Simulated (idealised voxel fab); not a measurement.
Process module under the name voxel self aligned vias
In the cross-section labelled cut, the width is 235 nm and each square cell is 5 nm.
Square cells in a grid make up a cross-section in this document, and the grid is given as bands, listed from the top down, each one or more rows of cells. This entry defines a band. It first specifies the height of the band's top and the height of its bottom in nm, and then specifies the band's materials from left to right, stating each material with its width in nm. The word "all across" identifies a single material that fills the band from edge to edge, while the word "blank" identifies empty space. Convention: height 0 is the level below which the wafer, as received, is all one material. The lowest band does not terminate at the bottom but continues downward, represented as "0 -> down". Read "30->40" as a graded width: first number on top, second number at the bottom, same change between each pair of neighbouring rows. "nothing different" after a step means that no cell of the cross-section changed. "Fully sealed cavities" lists enclosed empty spaces (at least 8 cells, no open path upward to the top), each as width x height at distance from the left edge, in nm. Note: text after step settings on the step line = simulator remark on that step. overlay nm: mask right of planned place by this much (step with mask). Neg. = left.

PLAN
- 1: RECEIVE,material Si
- 2: CONFORMAL_DEP,material SiO2,thk nm 10
- 3: CONFORMAL_DEP,material SiCN,thk nm 5
- 4: DIRECTIONAL_DEP,material lowk,thk nm 20
- 5: PATTERN,tone open,mask id LINES,material resist,width nm 25,pitch nm 65,thk nm 15,overlay nm 0
- 6: DIRECTIONAL_ETCH,etch materials lowk,depth nm 20
- 7: STRIP,etch materials resist
- 8: CONFORMAL_DEP,material TiN,thk nm 5
- 9: FILL_DEP,material Ru,thk nm 5
- 10: CMP,height nm 35
- 11: SELECTIVE_ETCH,etch materials W Ru TiN,depth nm 10
- 12: FILL_DEP,material SiN,thk nm 10
- 13: CMP,height nm 35
- 14: DIRECTIONAL_DEP,material lowk,thk nm 20
- 15: DIRECTIONAL_DEP,material aC,thk nm 10
- 16: PATTERN,tone open,mask id VIAS,material resist,width nm 35,thk nm 30,overlay nm 0
- 17: DIRECTIONAL_ETCH,etch materials aC,depth nm 10
- 18: STRIP,etch materials resist
- 19: DIRECTIONAL_ETCH,etch materials lowk,depth nm 20
- 20: DIRECTIONAL_ETCH,etch materials SiN,depth nm 10
- 21: STRIP,etch materials aC
- 22: CONFORMAL_DEP,material TiN,thk nm 5
- 23: FILL_DEP,material W,thk nm 10
- 24: CMP,height nm 55
- 25: CONFORMAL_DEP,material SiN,thk nm 5

CROSS-SECTIONAL VIEW OF THE WAFER IN ITS AS-RECEIVED CONDITION, CORRESPONDING TO THE STATE AFTER STEP 1
    0 -> down | Si all across
    Fully sealed cavities: none

CROSS-SECTION, END OF MODULE. START: AS ABOVE. PLAN: AS ABOVE. EXECUTION: ONE MISTAKE
    70 -> 65 | SiN all across
    65 -> 60 | W all across
    60 -> 55 | TiN 70; W 25; TiN 140
    55 -> 40 | lowk 65; TiN 5; W 25; TiN 5; lowk 135
    40 -> 35 | lowk 65; TiN 10; W 15; TiN 10; lowk 135
    35 -> 30 | lowk 70; TiN 5; W 15; TiN 5; lowk 40; SiN 25; lowk 75
    30 -> 25 | lowk 70; TiN 25; lowk 40; SiN 25; lowk 75
    25 -> 20 | lowk 70; TiN 5; Ru 15; TiN 5; lowk 40; TiN 5; Ru 15; TiN 5; lowk 75
    20 -> 15 | lowk 70; TiN 25; lowk 40; TiN 25; lowk 75
    15 -> 10 | SiCN all across
    10 -> 0 | SiO2 all across
    0 -> down | Si all across
    Fully sealed cavities: none
Here's what went sideways: step 24 was not run as planned; what actually ran was CMP,height nm 65
